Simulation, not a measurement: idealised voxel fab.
Process module under the name voxel transistor to metal
Displayed cross-section: cut, width of 250 nm, square cells sized 5 nm.
If you're reading a cross-section in this doc, picture square cells in a grid; it comes to you as bands, top ones listed first down to the bottom, and a band can be one or more rows of cells. Per band: top height and bottom height in nm, followed by the left-to-right materials and their widths in nm; "all across" marks a single material spanning edge to edge, "air" marks empty space. All heights in this document are referenced to 0, defined as the level beneath which the wafer, as received, consists entirely of one material. The lowest band is not bounded below; it extends indefinitely downward and is written in the form "0 and below". So if you see something like "30..40" for the width, read it as the top row of the band sitting at the first number and the bottom row at the second, with every row in between moving by the same amount as the last. Step marked "remained the same"? Then no cell in the cross-section changed in it. Closed void listing: empty space of 8 cells or more with no open way to the top, each as width x height at its distance from the left edge, in nm. It should be noted that, on the line of a given step, the content following the step's settings is a remark produced by the simulator itself with respect to that step. overlay nm: mask right of planned place by this much (step with mask). Neg. = left. If you're wondering how to read the rest of this, here's the deal. It's pairs of cross-sections: one from before a process step, one from after it. The after one is only drawn as far down as the lowest band that changed. Right under each pair you'll see which step sits between them and what its settings were. Don't read the pairs as one continuous story, though. They can come from different runs of this module on the same starting wafer, and a pair only carries on from the one above it where its entry headed "Before step" says so.

Before step
* 0 and below = Si all across
* Closed void listing: none

State After Step
* 5 down to 0 = SiO2 all across
* Under 0: no change, same as before.
* Closed void listing: none
Between before and after as drawn above: CONFORMAL_DEP [material SiO2] [thk nm 5]

Before step: equal to the after panel directly above.

State After Step
* 15 down to 5 = SiN all across
* Under 5: no change, same as before.
* Closed void listing: none
Between before and after as drawn above: CONFORMAL_DEP [material SiN] [thk nm 10]

Before step: equal to the after panel directly above.

State After Step
* 30 down to 15 = air 15; resist 95; air 30; resist 95; air 15
* Under 15: no change, same as before.
* Closed void listing: none
Between before and after as drawn above: PATTERN [tone cover] [mask id ACTIVE] [material resist] [width nm 95] [pitch nm 125] [thk nm 15] [overlay nm 0]

Before step: equal to the after panel directly above.

State After Step
* 30 down to 15 = air 15; resist 95; air 30; resist 95; air 15
* 15 down to 5 = air 15; SiN 95; air 30; SiN 95; air 15
* Under 5: no change, same as before.
* Closed void listing: none
Between before and after as drawn above: DIRECTIONAL_ETCH [etch materials SiN] [depth nm 10]

Before step: equal to the after panel directly above.

State After Step
* 30 down to 15 = air 15; resist 95; air 30; resist 95; air 15
* 15 down to 5 = air 15; SiN 95; air 30; SiN 95; air 15
* 5 down to 0 = air 15; SiO2 95; air 30; SiO2 95; air 15
* Under 0: no change, same as before.
* Closed void listing: none
Between before and after as drawn above: DIRECTIONAL_ETCH [etch materials SiO2] [depth nm 5]

Before step: equal to the after panel directly above.

State After Step
* 30 down to 15 = air 15; resist 95; air 30; resist 95; air 15
* 15 down to 5 = air 15; SiN 95; air 30; SiN 95; air 15
* 5 down to 0 = air 15; SiO2 95; air 30; SiO2 95; air 15
* 0 down to -25 = air 15; Si 95; air 30; Si 95; air 15
* Under -25: no change, same as before.
* Closed void listing: none
Between before and after as drawn above: DIRECTIONAL_ETCH [etch materials Si] [depth nm 25]

Before step: equal to the after panel directly above.

State After Step
* 15 down to 5 = air 15; SiN 95; air 30; SiN 95; air 15
* Under 5: no change, same as before.
* Closed void listing: none
Between before and after as drawn above: STRIP [etch materials resist]

Before step: equal to the after panel directly above.

State After Step
* 20 down to 15 = SiO2 all across
* 15 down to 5 = SiO2 15; SiN 95; SiO2 30; SiN 95; SiO2 15
* 5 down to 0 = SiO2 all across
* 0 down to -25 = SiO2 15; Si 95; SiO2 30; Si 95; SiO2 15
* Under -25: no change, same as before.
* Closed void listing: none
Between before and after as drawn above: FILL_DEP [material SiO2] [thk nm 5]

Before step: equal to the after panel directly above.

State After Step
* 15 down to 5 = SiO2 15; SiN 95; SiO2 30; SiN 95; SiO2 15
* Under 5: no change, same as before.
* Closed void listing: none
Between before and after as drawn above: CMP [height nm 15]

Before step: equal to the after panel directly above.

State After Step
* 15 down to 10 = air 15; SiN 95; air 30; SiN 95; air 15
* Under 10: no change, same as before.
* Closed void listing: none
Between before and after as drawn above: SELECTIVE_ETCH [etch materials SiO2] [depth nm 5]

Before step: equal to the after panel directly above.

State After Step
* 10 down to 5 = SiO2 15; air 95; SiO2 30; air 95; SiO2 15
* Under 5: no change, same as before.
* Closed void listing: none
Between before and after as drawn above: STRIP [etch materials SiN]

Before step: equal to the after panel directly above.

State After Step
* 5 down to 0 = SiO2 10; air 105; SiO2 20; air 105; SiO2 10
* Under 0: no change, same as before.
* Closed void listing: none
Between before and after as drawn above: SELECTIVE_ETCH [etch materials SiO2] [depth nm 5]

Before step: equal to the after panel directly above.

State After Step
* 5 down to 0 = SiO2 10; air 105; SiO2 20; air 105; SiO2 10
* 0 down to -5 = SiO2 all across
* Under -5: no change, same as before.
* Closed void listing: none
Between before and after as drawn above: OXIDIZE [depth nm 5]

Before step: equal to the after panel directly above.

State After Step
* 30 down to 25 = polySi 10; air 105; polySi 20; air 105; polySi 10
* 25 down to 5 = polySi all across
* 5 down to 0 = SiO2 10; polySi 105; SiO2 20; polySi 105; SiO2 10
* Under 0: no change, same as before.
* Closed void listing: none
Between before and after as drawn above: DIRECTIONAL_DEP [material polySi] [thk nm 25]

Before step: equal to the after panel directly above.

State After Step
* 45 down to 40 = SiCN 10; air 105; SiCN 20; air 105; SiCN 10
* 40 down to 30 = SiCN all across
* 30 down to 25 = polySi 10; SiCN 105; polySi 20; SiCN 105; polySi 10
* Under 25: no change, same as before.
* Closed void listing: none
Between before and after as drawn above: DIRECTIONAL_DEP [material SiCN] [thk nm 15]

Before step: equal to the after panel directly above.

State After Step
* 65 down to 45 = air 50; resist 25; air 100; resist 25; air 50
* 45 down to 40 = SiCN 10; air 40; resist 25; air 40; SiCN 20; air 40; resist 25; air 40; SiCN 10
* Under 40: no change, same as before.
* Closed void listing: none
Between before and after as drawn above: PATTERN [tone cover] [mask id GATE] [material resist] [width nm 25] [pitch nm 125] [thk nm 20] [overlay nm 0]

Before step: equal to the after panel directly above.

State After Step
* 65 down to 40 = air 50; resist 25; air 100; resist 25; air 50
* 40 down to 30 = air 50; SiCN 25; air 100; SiCN 25; air 50
* 30 down to 25 = polySi 10; air 40; SiCN 25; air 40; polySi 20; air 40; SiCN 25; air 40; polySi 10
* Under 25: no change, same as before.
* Closed void listing: none
Between before and after as drawn above: DIRECTIONAL_ETCH [etch materials SiCN] [depth nm 25]

Before step: equal to the after panel directly above.

State After Step
* 65 down to 40 = air 50; resist 25; air 100; resist 25; air 50
* 40 down to 25 = air 50; SiCN 25; air 100; SiCN 25; air 50
* 25 down to 5 = air 50; polySi 25; air 100; polySi 25; air 50
* 5 down to 0 = SiO2 10; air 40; polySi 25; air 40; SiO2 20; air 40; polySi 25; air 40; SiO2 10
* Under 0: no change, same as before.
* Closed void listing: none
Between before and after as drawn above: DIRECTIONAL_ETCH [etch materials polySi] [depth nm 35]

Before step: equal to the after panel directly above.

State After Step
* 40 down to 25 = air 50; SiCN 25; air 100; SiCN 25; air 50
* Under 25: no change, same as before.
* Closed void listing: none
Between before and after as drawn above: STRIP [etch materials resist]

Before step: equal to the after panel directly above.

State After Step
* 45 down to 40 = air 45; SiO2 35; air 90; SiO2 35; air 45
* 40 down to 25 = air 45; SiO2 5; SiCN 25; SiO2 5; air 90; SiO2 5; SiCN 25; SiO2 5; air 45
* 25 down to 10 = air 45; SiO2 5; polySi 25; SiO2 5; air 90; SiO2 5; polySi 25; SiO2 5; air 45
* 10 down to 5 = SiO2 15; air 30; SiO2 5; polySi 25; SiO2 5; air 30; SiO2 30; air 30; SiO2 5; polySi 25; SiO2 5; air 30; SiO2 15
* 5 down to 0 = SiO2 50; polySi 25; SiO2 100; polySi 25; SiO2 50
* Under 0: no change, same as before.
* Closed void listing: none
Between before and after as drawn above: CONFORMAL_DEP [material SiO2] [thk nm 5]

Before step: equal to the after panel directly above.

State After Step
* 40 down to 25 = air 45; SiO2 5; SiCN 25; SiO2 5; air 90; SiO2 5; SiCN 25; SiO2 5; air 45
* 25 down to 5 = air 45; SiO2 5; polySi 25; SiO2 5; air 90; SiO2 5; polySi 25; SiO2 5; air 45
* 5 down to 0 = SiO2 15; air 30; SiO2 5; polySi 25; SiO2 5; air 30; SiO2 30; air 30; SiO2 5; polySi 25; SiO2 5; air 30; SiO2 15
* Under 0: no change, same as before.
* Closed void listing: none
Between before and after as drawn above: DIRECTIONAL_ETCH [etch materials SiO2] [depth nm 5]

Before step: equal to the after panel directly above.

State After Step
* 50 down to 40 = air 35; SiN 55; air 70; SiN 55; air 35
* 40 down to 25 = air 35; SiN 10; SiO2 5; SiCN 25; SiO2 5; SiN 10; air 70; SiN 10; SiO2 5; SiCN 25; SiO2 5; SiN 10; air 35
* 25 down to 15 = air 35; SiN 10; SiO2 5; polySi 25; SiO2 5; SiN 10; air 70; SiN 10; SiO2 5; polySi 25; SiO2 5; SiN 10; air 35
* 15 down to 10 = SiN 25; air 10; SiN 10; SiO2 5; polySi 25; SiO2 5; SiN 10; air 10; SiN 50; air 10; SiN 10; SiO2 5; polySi 25; SiO2 5; SiN 10; air 10; SiN 25
* 10 down to 5 = SiN 45; SiO2 5; polySi 25; SiO2 5; SiN 90; SiO2 5; polySi 25; SiO2 5; SiN 45
* 5 down to 0 = SiO2 15; SiN 30; SiO2 5; polySi 25; SiO2 5; SiN 30; SiO2 30; SiN 30; SiO2 5; polySi 25; SiO2 5; SiN 30; SiO2 15
* Under 0: no change, same as before.
* Closed void listing: none
Between before and after as drawn above: CONFORMAL_DEP [material SiN] [thk nm 10]

Before step: equal to the after panel directly above.

State After Step
* 40 down to 25 = air 35; SiN 10; SiO2 5; SiCN 25; SiO2 5; SiN 10; air 70; SiN 10; SiO2 5; SiCN 25; SiO2 5; SiN 10; air 35
* 25 down to 5 = air 35; SiN 10; SiO2 5; polySi 25; SiO2 5; SiN 10; air 70; SiN 10; SiO2 5; polySi 25; SiO2 5; SiN 10; air 35
* 5 down to 0 = SiO2 15; SiN 10; air 10; SiN 10; SiO2 5; polySi 25; SiO2 5; SiN 10; air 10; SiN 10; SiO2 30; SiN 10; air 10; SiN 10; SiO2 5; polySi 25; SiO2 5; SiN 10; air 10; SiN 10; SiO2 15
* Under 0: no change, same as before.
* Closed void listing: none
Between before and after as drawn above: DIRECTIONAL_ETCH [etch materials SiN] [depth nm 10]

Before step: equal to the after panel directly above.

State After Step
* 40 down to 35 = air 35; SiN 10; air 5; SiCN 25; air 5; SiN 10; air 70; SiN 10; air 5; SiCN 25; air 5; SiN 10; air 35
* 35 down to 25 = air 35; SiN 10; SiO2 5; SiCN 25; SiO2 5; SiN 10; air 70; SiN 10; SiO2 5; SiCN 25; SiO2 5; SiN 10; air 35
* 25 down to 5 = air 35; SiN 10; SiO2 5; polySi 25; SiO2 5; SiN 10; air 70; SiN 10; SiO2 5; polySi 25; SiO2 5; SiN 10; air 35
* 5 down to 0 = air 15; SiN 10; air 10; SiN 10; SiO2 5; polySi 25; SiO2 5; SiN 10; air 10; SiN 10; air 30; SiN 10; air 10; SiN 10; SiO2 5; polySi 25; SiO2 5; SiN 10; air 10; SiN 10; air 15
* 0 down to -5 = SiO2 25; air 10; SiO2 55; air 10; SiO2 50; air 10; SiO2 55; air 10; SiO2 25
* Under -5: no change, same as before.
* Closed void listing: none
Between before and after as drawn above: DIRECTIONAL_ETCH [etch materials SiO2] [depth nm 5]

Before step: equal to the after panel directly above.

State After Step
* 40 down to 35 = air 35; SiN 10; air 5; SiCN 25; air 5; SiN 10; air 70; SiN 10; air 5; SiCN 25; air 5; SiN 10; air 35
* 35 down to 25 = air 35; SiN 10; SiO2 5; SiCN 25; SiO2 5; SiN 10; air 70; SiN 10; SiO2 5; SiCN 25; SiO2 5; SiN 10; air 35
* 25 down to 5 = air 35; SiN 10; SiO2 5; polySi 25; SiO2 5; SiN 10; air 70; SiN 10; SiO2 5; polySi 25; SiO2 5; SiN 10; air 35
* 5 down to 0 = air 15; SiN 10; air 10; SiN 10; SiO2 5; polySi 25; SiO2 5; SiN 10; air 10; SiN 10; air 30; SiN 10; air 10; SiN 10; SiO2 5; polySi 25; SiO2 5; SiN 10; air 10; SiN 10; air 15
* 0 down to -5 = SiO2 25; air 10; SiO2 55; air 10; SiO2 50; air 10; SiO2 55; air 10; SiO2 25
* -5 down to -10 = SiO2 15; Si 10; air 10; Si 55; air 10; Si 10; SiO2 30; Si 10; air 10; Si 55; air 10; Si 10; SiO2 15
* Under -10: no change, same as before.
* Closed void listing: none
Between before and after as drawn above: DIRECTIONAL_ETCH [etch materials Si] [depth nm 5]

Before step: equal to the after panel directly above.

State After Step
* 40 down to 35 = air 35; SiN 10; air 5; SiCN 25; air 5; SiN 10; air 70; SiN 10; air 5; SiCN 25; air 5; SiN 10; air 35
* 35 down to 25 = air 35; SiN 10; SiO2 5; SiCN 25; SiO2 5; SiN 10; air 70; SiN 10; SiO2 5; SiCN 25; SiO2 5; SiN 10; air 35
* 25 down to 5 = air 35; SiN 10; SiO2 5; polySi 25; SiO2 5; SiN 10; air 70; SiN 10; SiO2 5; polySi 25; SiO2 5; SiN 10; air 35
* 5 down to 0 = air 15; SiN 10; pSi 10; SiN 10; SiO2 5; polySi 25; SiO2 5; SiN 10; pSi 10; SiN 10; air 30; SiN 10; pSi 10; SiN 10; SiO2 5; polySi 25; SiO2 5; SiN 10; pSi 10; SiN 10; air 15
* 0 down to -5 = SiO2 25; pSi 10; SiO2 55; pSi 10; SiO2 50; pSi 10; SiO2 55; pSi 10; SiO2 25
* -5 down to -10 = SiO2 15; Si 10; pSi 10; Si 55; pSi 10; Si 10; SiO2 30; Si 10; pSi 10; Si 55; pSi 10; Si 10; SiO2 15
* Under -10: no change, same as before.
* Closed void listing: none
Between before and after as drawn above: EPI [material pSi] [thk nm 10]

Before step: equal to the after panel directly above.

State After Step
* 50 down to 40 = SiO2 all across
* 40 down to 25 = SiO2 35; SiN 10; SiO2 5; SiCN 25; SiO2 5; SiN 10; SiO2 70; SiN 10; SiO2 5; SiCN 25; SiO2 5; SiN 10; SiO2 35
* 25 down to 5 = SiO2 35; SiN 10; SiO2 5; polySi 25; SiO2 5; SiN 10; SiO2 70; SiN 10; SiO2 5; polySi 25; SiO2 5; SiN 10; SiO2 35
* 5 down to 0 = SiO2 15; SiN 10; pSi 10; SiN 10; SiO2 5; polySi 25; SiO2 5; SiN 10; pSi 10; SiN 10; SiO2 30; SiN 10; pSi 10; SiN 10; SiO2 5; polySi 25; SiO2 5; SiN 10; pSi 10; SiN 10; SiO2 15
* Under 0: no change, same as before.
* Closed void listing: none
Between before and after as drawn above: FILL_DEP [material SiO2] [thk nm 10]

Before step: equal to the after panel directly above.

State After Step
* 40 down to 25 = SiO2 35; SiN 10; SiO2 5; SiCN 25; SiO2 5; SiN 10; SiO2 70; SiN 10; SiO2 5; SiCN 25; SiO2 5; SiN 10; SiO2 35
* Under 25: no change, same as before.
* Closed void listing: none
Between before and after as drawn above: CMP [height nm 40]

Before step: equal to the after panel directly above.

State After Step
* 55 down to 40 = SiO2 all across
* Under 40: no change, same as before.
* Closed void listing: none
Between before and after as drawn above: DIRECTIONAL_DEP [material SiO2] [thk nm 15]

Before step: equal to the after panel directly above.

State After Step
* 65 down to 55 = aC all across
* Under 55: no change, same as before.
* Closed void listing: none
Between before and after as drawn above: DIRECTIONAL_DEP [material aC] [thk nm 10]

Before step: equal to the after panel directly above.

State After Step
* 90 down to 65 = resist 20; air 25; resist 35; air 25; resist 40; air 25; resist 35; air 25; resist 20
* Under 65: no change, same as before.
* Closed void listing: none
Between before and after as drawn above: PATTERN [tone open] [mask id CONTACT] [material resist] [width nm 25] [thk nm 25] [overlay nm 0]

Before step: equal to the after panel directly above.

State After Step
* 80 down to 65 = resist 20; air 25; resist 35; air 25; resist 40; air 25; resist 35; air 25; resist 20
* 65 down to 55 = aC 20; air 25; aC 35; air 25; aC 40; air 25; aC 35; air 25; aC 20
* Under 55: no change, same as before.
* Closed void listing: none
Between before and after as drawn above: DIRECTIONAL_ETCH [etch materials aC] [depth nm 10]

Before step: equal to the after panel directly above.

State After Step
* 65 down to 55 = aC 20; air 25; aC 35; air 25; aC 40; air 25; aC 35; air 25; aC 20
* Under 55: no change, same as before.
* Closed void listing: none
Between before and after as drawn above: STRIP [etch materials resist]

Before step: equal to the after panel directly above.

State After Step
* 65 down to 55 = aC 20; air 25; aC 35; air 25; aC 40; air 25; aC 35; air 25; aC 20
* 55 down to 40 = SiO2 20; air 25; SiO2 35; air 25; SiO2 40; air 25; SiO2 35; air 25; SiO2 20
* 40 down to 25 = SiO2 20; air 15; SiN 10; SiO2 5; SiCN 25; SiO2 5; SiN 10; air 15; SiO2 40; air 15; SiN 10; SiO2 5; SiCN 25; SiO2 5; SiN 10; air 15; SiO2 20
* 25 down to 5 = SiO2 20; air 15; SiN 10; SiO2 5; polySi 25; SiO2 5; SiN 10; air 15; SiO2 40; air 15; SiN 10; SiO2 5; polySi 25; SiO2 5; SiN 10; air 15; SiO2 20
* Under 5: no change, same as before.
* Closed void listing: none
Between before and after as drawn above: DIRECTIONAL_ETCH [etch materials SiO2] [depth nm 50]

Before step: equal to the after panel directly above.

State After Step
* 55 down to 40 = SiO2 20; air 25; SiO2 35; air 25; SiO2 40; air 25; SiO2 35; air 25; SiO2 20
* Under 40: no change, same as before.
* Closed void listing: none
Between before and after as drawn above: STRIP [etch materials aC]

Before step: equal to the after panel directly above.

State After Step
* 60 down to 55 = TiN 25; air 15; TiN 45; air 15; TiN 50; air 15; TiN 45; air 15; TiN 25
* 55 down to 45 = SiO2 20; TiN 5; air 15; TiN 5; SiO2 35; TiN 5; air 15; TiN 5; SiO2 40; TiN 5; air 15; TiN 5; SiO2 35; TiN 5; air 15; TiN 5; SiO2 20
* 45 down to 40 = SiO2 20; TiN 5; air 5; TiN 15; SiO2 35; TiN 15; air 5; TiN 5; SiO2 40; TiN 5; air 5; TiN 15; SiO2 35; TiN 15; air 5; TiN 5; SiO2 20
* 40 down to 25 = SiO2 20; TiN 5; air 5; TiN 5; SiN 10; SiO2 5; SiCN 25; SiO2 5; SiN 10; TiN 5; air 5; TiN 5; SiO2 40; TiN 5; air 5; TiN 5; SiN 10; SiO2 5; SiCN 25; SiO2 5; SiN 10; TiN 5; air 5; TiN 5; SiO2 20
* 25 down to 10 = SiO2 20; TiN 5; air 5; TiN 5; SiN 10; SiO2 5; polySi 25; SiO2 5; SiN 10; TiN 5; air 5; TiN 5; SiO2 40; TiN 5; air 5; TiN 5; SiN 10; SiO2 5; polySi 25; SiO2 5; SiN 10; TiN 5; air 5; TiN 5; SiO2 20
* 10 down to 5 = SiO2 20; TiN 15; SiN 10; SiO2 5; polySi 25; SiO2 5; SiN 10; TiN 15; SiO2 40; TiN 15; SiN 10; SiO2 5; polySi 25; SiO2 5; SiN 10; TiN 15; SiO2 20
* Under 5: no change, same as before.
* Closed void listing: none
Between before and after as drawn above: CONFORMAL_DEP [material TiN] [thk nm 5]

Before step: equal to the after panel directly above.

State After Step
* 65 down to 60 = Ru all across
* 60 down to 55 = TiN 25; Ru 15; TiN 45; Ru 15; TiN 50; Ru 15; TiN 45; Ru 15; TiN 25
* 55 down to 45 = SiO2 20; TiN 5; Ru 15; TiN 5; SiO2 35; TiN 5; Ru 15; TiN 5; SiO2 40; TiN 5; Ru 15; TiN 5; SiO2 35; TiN 5; Ru 15; TiN 5; SiO2 20
* 45 down to 40 = SiO2 20; TiN 5; Ru 5; TiN 15; SiO2 35; TiN 15; Ru 5; TiN 5; SiO2 40; TiN 5; Ru 5; TiN 15; SiO2 35; TiN 15; Ru 5; TiN 5; SiO2 20
* 40 down to 25 = SiO2 20; TiN 5; Ru 5; TiN 5; SiN 10; SiO2 5; SiCN 25; SiO2 5; SiN 10; TiN 5; Ru 5; TiN 5; SiO2 40; TiN 5; Ru 5; TiN 5; SiN 10; SiO2 5; SiCN 25; SiO2 5; SiN 10; TiN 5; Ru 5; TiN 5; SiO2 20
* 25 down to 10 = SiO2 20; TiN 5; Ru 5; TiN 5; SiN 10; SiO2 5; polySi 25; SiO2 5; SiN 10; TiN 5; Ru 5; TiN 5; SiO2 40; TiN 5; Ru 5; TiN 5; SiN 10; SiO2 5; polySi 25; SiO2 5; SiN 10; TiN 5; Ru 5; TiN 5; SiO2 20
* Under 10: no change, same as before.
* Closed void listing: none
Between before and after as drawn above: FILL_DEP [material Ru] [thk nm 5]

Before step: equal to the after panel directly above.

State After Step
* 55 down to 45 = SiO2 20; TiN 5; Ru 15; TiN 5; SiO2 35; TiN 5; Ru 15; TiN 5; SiO2 40; TiN 5; Ru 15; TiN 5; SiO2 35; TiN 5; Ru 15; TiN 5; SiO2 20
* Under 45: no change, same as before.
* Closed void listing: none
Between before and after as drawn above: CMP [height nm 55]

Before step: equal to the after panel directly above.

State After Step
* 60 down to 55 = TiN all across
* Under 55: no change, same as before.
* Closed void listing: none
Between before and after as drawn above: DIRECTIONAL_DEP [material TiN] [thk nm 5]

Before step: equal to the after panel directly above.

State After Step
* 85 down to 60 = Ru all across
* Under 60: no change, same as before.
* Closed void listing: none
Between before and after as drawn above: DIRECTIONAL_DEP [material Ru] [thk nm 25]

Before step: equal to the after panel directly above.

State After Step
* 85 down to 60 = air 20; Ru 15; air 55; Ru 15; air 40; Ru 15; air 55; Ru 15; air 20
* Under 60: no change, same as before.
* Closed void listing: none
Between before and after as drawn above: MASKED_ETCH [tone cover] [mask id METAL_1] [width nm 15] [etch materials Ru] [depth nm 25] [overlay nm 0]

Before step: equal to the after panel directly above.

State After Step
* 85 down to 60 = air 20; Ru 15; air 55; Ru 15; air 40; Ru 15; air 55; Ru 15; air 20
* 60 down to 55 = air 20; TiN 15; air 55; TiN 15; air 40; TiN 15; air 55; TiN 15; air 20
* Under 55: no change, same as before.
* Closed void listing: none
Between before and after as drawn above: MASKED_ETCH [tone cover] [mask id METAL_1] [width nm 15] [etch materials TiN] [depth nm 5] [overlay nm 0]

Before step: equal to the after panel directly above.

State After Step
* 90 down to 85 = air 15; SiN 25; air 45; SiN 25; air 30; SiN 25; air 45; SiN 25; air 15
* 85 down to 60 = air 15; SiN 5; Ru 15; SiN 5; air 45; SiN 5; Ru 15; SiN 5; air 30; SiN 5; Ru 15; SiN 5; air 45; SiN 5; Ru 15; SiN 5; air 15
* 60 down to 55 = SiN 20; TiN 15; SiN 55; TiN 15; SiN 40; TiN 15; SiN 55; TiN 15; SiN 20
* Under 55: no change, same as before.
* Closed void listing: none
Between before and after as drawn above: CONFORMAL_DEP [material SiN] [thk nm 5]

Before step: equal to the after panel directly above.

State After Step
* 100 down to 90 = lowk all across
* 90 down to 85 = lowk 15; SiN 25; lowk 45; SiN 25; lowk 30; SiN 25; lowk 45; SiN 25; lowk 15
* 85 down to 60 = lowk 15; SiN 5; Ru 15; SiN 5; lowk 45; SiN 5; Ru 15; SiN 5; lowk 30; SiN 5; Ru 15; SiN 5; lowk 45; SiN 5; Ru 15; SiN 5; lowk 15
* Under 60: no change, same as before.
* Closed void listing: none
Between before and after as drawn above: FILL_DEP [material lowk] [thk nm 10]

Before step: equal to the after panel directly above.

State After Step
* 85 down to 60 = lowk 15; SiN 5; Ru 15; SiN 5; lowk 45; SiN 5; Ru 15; SiN 5; lowk 30; SiN 5; Ru 15; SiN 5; lowk 45; SiN 5; Ru 15; SiN 5; lowk 15
* Under 60: no change, same as before.
* Closed void listing: none
Between before and after as drawn above: CMP [height nm 85]

Before step: equal to the after panel directly above.

State After Step
* 90 down to 85 = SiCN all across
* Under 85: no change, same as before.
* Closed void listing: none
Between before and after as drawn above: CONFORMAL_DEP [material SiCN] [thk nm 5]

Before step: equal to the after panel directly above.

State After Step
* 120 down to 90 = lowk all across
* Under 90: no change, same as before.
* Closed void listing: none
Between before and after as drawn above: DIRECTIONAL_DEP [material lowk] [thk nm 30]

Before step: equal to the after panel directly above.

State After Step
* 120 down to 100 = lowk 20; air 15; lowk 110; air 15; lowk 90
* Under 100: no change, same as before.
* Closed void listing: none
Between before and after as drawn above: MASKED_ETCH [tone open] [mask id METAL_2] [width nm 15] [pitch nm 125] [etch materials lowk] [depth nm 20] [overlay nm 0]

Before step: equal to the after panel directly above.

State After Step
* 135 down to 120 = aC 20; air 15; aC 110; air 15; aC 90
* 120 down to 115 = lowk 20; air 15; lowk 110; air 15; lowk 90
* 115 down to 100 = lowk 20; aC 15; lowk 110; aC 15; lowk 90
* Under 100: no change, same as before.
* Closed void listing: none
Between before and after as drawn above: DIRECTIONAL_DEP [material aC] [thk nm 15]

Before step: equal to the after panel directly above.

State After Step
* 165 down to 135 = resist 20; air 15; resist 110; air 15; resist 90
* Under 135: no change, same as before.
* Closed void listing: none
Between before and after as drawn above: PATTERN [tone open] [mask id METAL_2_HOLES] [material resist] [width nm 15] [pitch nm 125] [thk nm 30] [overlay nm 0]

Before step: equal to the after panel directly above.

State After Step
* 150 down to 135 = resist 20; air 15; resist 110; air 15; resist 90
* 135 down to 120 = aC 20; air 15; aC 110; air 15; aC 90
* 120 down to 100 = lowk 20; air 15; lowk 110; air 15; lowk 90
* Under 100: no change, same as before.
* Closed void listing: none
Between before and after as drawn above: DIRECTIONAL_ETCH [etch materials aC] [depth nm 15]

Before step: equal to the after panel directly above.

State After Step
* 135 down to 120 = aC 20; air 15; aC 110; air 15; aC 90
* Under 120: no change, same as before.
* Closed void listing: none
Between before and after as drawn above: STRIP [etch materials resist]

Before step: equal to the after panel directly above.

State After Step
* 135 down to 120 = aC 20; air 15; aC 110; air 15; aC 90
* 120 down to 90 = lowk 20; air 15; lowk 110; air 15; lowk 90
* Under 90: no change, same as before.
* Closed void listing: none
Between before and after as drawn above: DIRECTIONAL_ETCH [etch materials lowk] [depth nm 10]

Before step: equal to the after panel directly above.

State After Step
* 135 down to 120 = aC 20; air 15; aC 110; air 15; aC 90
* 120 down to 90 = lowk 20; air 15; lowk 110; air 15; lowk 90
* 90 down to 85 = SiCN 20; air 15; SiCN 110; air 15; SiCN 90
* Under 85: no change, same as before.
* Closed void listing: none
Between before and after as drawn above: DIRECTIONAL_ETCH [etch materials SiCN] [depth nm 5]

Before step: equal to the after panel directly above.

State After Step
* 120 down to 90 = lowk 20; air 15; lowk 110; air 15; lowk 90
* Under 90: no change, same as before.
* Closed void listing: none
Between before and after as drawn above: STRIP [etch materials aC]

Before step: equal to the after panel directly above.

State After Step
* 125 down to 120 = TiN 25; air 5; TiN 120; air 5; TiN 95
* 120 down to 90 = lowk 20; TiN 5; air 5; TiN 5; lowk 110; TiN 5; air 5; TiN 5; lowk 90
* 90 down to 85 = SiCN 20; TiN 15; SiCN 110; TiN 15; SiCN 90
* Under 85: no change, same as before.
* Closed void listing: none
Between before and after as drawn above: CONFORMAL_DEP [material TiN] [thk nm 5]

Before step: equal to the after panel directly above.

State After Step
* 130 down to 125 = Ru all across
* 125 down to 120 = TiN 25; Ru 5; TiN 120; Ru 5; TiN 95
* 120 down to 90 = lowk 20; TiN 5; Ru 5; TiN 5; lowk 110; TiN 5; Ru 5; TiN 5; lowk 90
* Under 90: no change, same as before.
* Closed void listing: none
Between before and after as drawn above: FILL_DEP [material Ru] [thk nm 5]

Before step: equal to the after panel directly above.

State After Step
* 120 down to 90 = lowk 20; TiN 5; Ru 5; TiN 5; lowk 110; TiN 5; Ru 5; TiN 5; lowk 90
* Under 90: no change, same as before.
* Closed void listing: none
Between before and after as drawn above: CMP [height nm 120]

Before step: equal to the after panel directly above.

State After Step
* 125 down to 120 = SiN all across
* Under 120: no change, same as before.
* Closed void listing: none
Between before and after as drawn above: CONFORMAL_DEP [material SiN] [thk nm 5]

Before step
* 0 and below = Si all across
* Closed void listing: none

State After Step
* 10 down to 0 = SiN all across
* Under 0: no change, same as before.
* Closed void listing: none
Between before and after as drawn above: CONFORMAL_DEP [material SiN] [thk nm 10]

Before step: equal to the after panel directly above.

State After Step
* 25 down to 10 = air 15; resist 95; air 30; resist 95; air 15
* Under 10: no change, same as before.
* Closed void listing: none
Between before and after as drawn above: PATTERN [tone cover] [mask id ACTIVE] [material resist] [width nm 95] [pitch nm 125] [thk nm 15] [overlay nm 0]

Before step: equal to the after panel directly above.

State After Step
* 25 down to 10 = air 15; resist 95; air 30; resist 95; air 15
* 10 down to 0 = air 15; SiN 95; air 30; SiN 95; air 15
* Under 0: no change, same as before.
* Closed void listing: none
Between before and after as drawn above: DIRECTIONAL_ETCH [etch materials SiN] [depth nm 10]

Before step: equal to the after panel directly above.

State After Step
* 25 down to 10 = air 15; resist 95; air 30; resist 95; air 15
* 10 down to 0 = air 15; SiN 95; air 30; SiN 95; air 15
* 0 down to -25 = air 15; Si 95; air 30; Si 95; air 15
* Under -25: no change, same as before.
* Closed void listing: none
Between before and after as drawn above: DIRECTIONAL_ETCH [etch materials Si] [depth nm 25]

Before step: equal to the after panel directly above.

State After Step
* 10 down to 0 = air 15; SiN 95; air 30; SiN 95; air 15
* Under 0: no change, same as before.
* Closed void listing: none
Between before and after as drawn above: STRIP [etch materials resist]

Before step: equal to the after panel directly above.

State After Step
* 15 down to 10 = SiO2 all across
* 10 down to 0 = SiO2 15; SiN 95; SiO2 30; SiN 95; SiO2 15
* 0 down to -25 = SiO2 15; Si 95; SiO2 30; Si 95; SiO2 15
* Under -25: no change, same as before.
* Closed void listing: none
Between before and after as drawn above: FILL_DEP [material SiO2] [thk nm 5]

Before step: equal to the after panel directly above.

State After Step
* 10 down to 0 = SiO2 15; SiN 95; SiO2 30; SiN 95; SiO2 15
* Under 0: no change, same as before.
* Closed void listing: none
Between before and after as drawn above: SELECTIVE_ETCH [etch materials SiO2] [depth nm 5]
